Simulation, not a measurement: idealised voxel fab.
Process module in this document: voxel self aligned vias
Each square cell in cross-section cut measures 5 nm, and the section as a whole is 260 nm wide.
A cross-section is a grid of square cells, given in bands from the top down. A band is one or more rows of cells.
Within each band entry, the heights of the top and of the bottom of the band appear first, in that order and in nm; the materials of the band then follow from left to right, each with its corresponding width in nm. The designation "full width" on a single material indicates that it fills the band from edge to edge; the designation "air" indicates empty space.
Height datum 0, below which the as-received substrate wafer is one material. Lowest band open at the bottom, running downward: "z 0 and below".
A width given as "30->40" starts at the first number in the band's top row and ends at the second number in its bottom row, shifting by an equal amount at every step from row to row.
"all unchanged" after a step means that no cell of the cross-section changed.
Reported under the label "Voids lacking openings" are the empty spaces having no open way to the top and comprising 8 cells or more; the notation for each is width x height at distance, in which the distance is measured from the left edge and all three values are in nm.
The remark found on a step's line after its settings is issued by the simulator itself and pertains to that step.
A step's line can hold "overlay nm"; with a mask on that step, the setting says how far right of the planned place the mask lay, while a negative setting says it lay to the left.

# Steps planned for the process
1) op RECEIVE | material Si
2) op CONFORMAL_DEP | material SiO2 | thk nm 10
3) op CONFORMAL_DEP | material SiCN | thk nm 5
4) op DIRECTIONAL_DEP | material lowk | thk nm 30
5) op PATTERN | tone open | mask id LINES | material resist | width nm 20 | pitch nm 50 | thk nm 20 | overlay nm 0
6) op DIRECTIONAL_ETCH | etch materials lowk | depth nm 30
7) op STRIP | etch materials resist
8) op CONFORMAL_DEP | material TiN | thk nm 5
9) op FILL_DEP | material W | thk nm 10
10) op CMP | height nm 45
11) op SELECTIVE_ETCH | etch materials W Ru TiN | depth nm 5
12) op FILL_DEP | material SiN | thk nm 10
13) op CMP | height nm 45
14) op DIRECTIONAL_DEP | material lowk | thk nm 20
15) op MASKED_ETCH | tone open | mask id VIAS | width nm 30 | etch materials lowk | depth nm 20 | overlay nm 0
16) op MASKED_ETCH | tone open | mask id VIAS | width nm 30 | etch materials SiN | depth nm 5 | overlay nm 0
17) op CONFORMAL_DEP | material TiN | thk nm 5
18) op FILL_DEP | material Cu | thk nm 5
19) op CMP | height nm 65
20) op CONFORMAL_DEP | material SiCN | thk nm 5

# Cross-section: wafer on arrival = after step 1
  z 0 and below  Si full width
  Voids lacking openings: none

# First of two wafers at the end of the module, shown in cross-section; run carried out as planned
  z 70 to 65  SiCN full width
  z 65 to 50  lowk=90  TiN=5  Cu=20  TiN=5  lowk=140
  z 50 to 45  lowk=90  TiN=10  Cu=10  TiN=10  lowk=140
  z 45 to 40  lowk=95  TiN=20  lowk=30  SiN=20  lowk=95
  z 40 to 20  lowk=95  TiN=5  W=10  TiN=5  lowk=30  TiN=5  W=10  TiN=5  lowk=95
  z 20 to 15  lowk=95  TiN=20  lowk=30  TiN=20  lowk=95
  z 15 to 10  SiCN full width
  z 10 to 0  SiO2 full width
  z 0 and below  Si full width
  Voids lacking openings: none

# Cross-section at end of module for the second wafer of two, which matched the first in starting point and plan and differed by one mistake in its processing
  z 70 to 65  SiCN full width
  z 65 to 45  lowk=90  TiN=5  Cu=20  TiN=5  lowk=140
  z 45 to 40  lowk=90  TiN=30  lowk=25  SiN=20  lowk=95
  z 40 to 35  lowk=90  TiN=10  W=10  TiN=10  lowk=25  TiN=5  W=10  TiN=5  lowk=95
  z 35 to 20  lowk=95  TiN=5  W=10  TiN=5  lowk=30  TiN=5  W=10  TiN=5  lowk=95
  z 20 to 15  lowk=95  TiN=20  lowk=30  TiN=20  lowk=95
  z 15 to 10  SiCN full width
  z 10 to 0  SiO2 full width
  z 0 and below  Si full width
  Voids lacking openings: none
Deviation noted in wafer processing: rather than as planned, step 15 actually ran as op MASKED_ETCH | tone open | mask id VIAS | width nm 30 | etch materials lowk | depth nm 30 | overlay nm 0
Final cells, second wafer relative to first, materials higher or lower: Cu +2, TiN +2, lowk -4
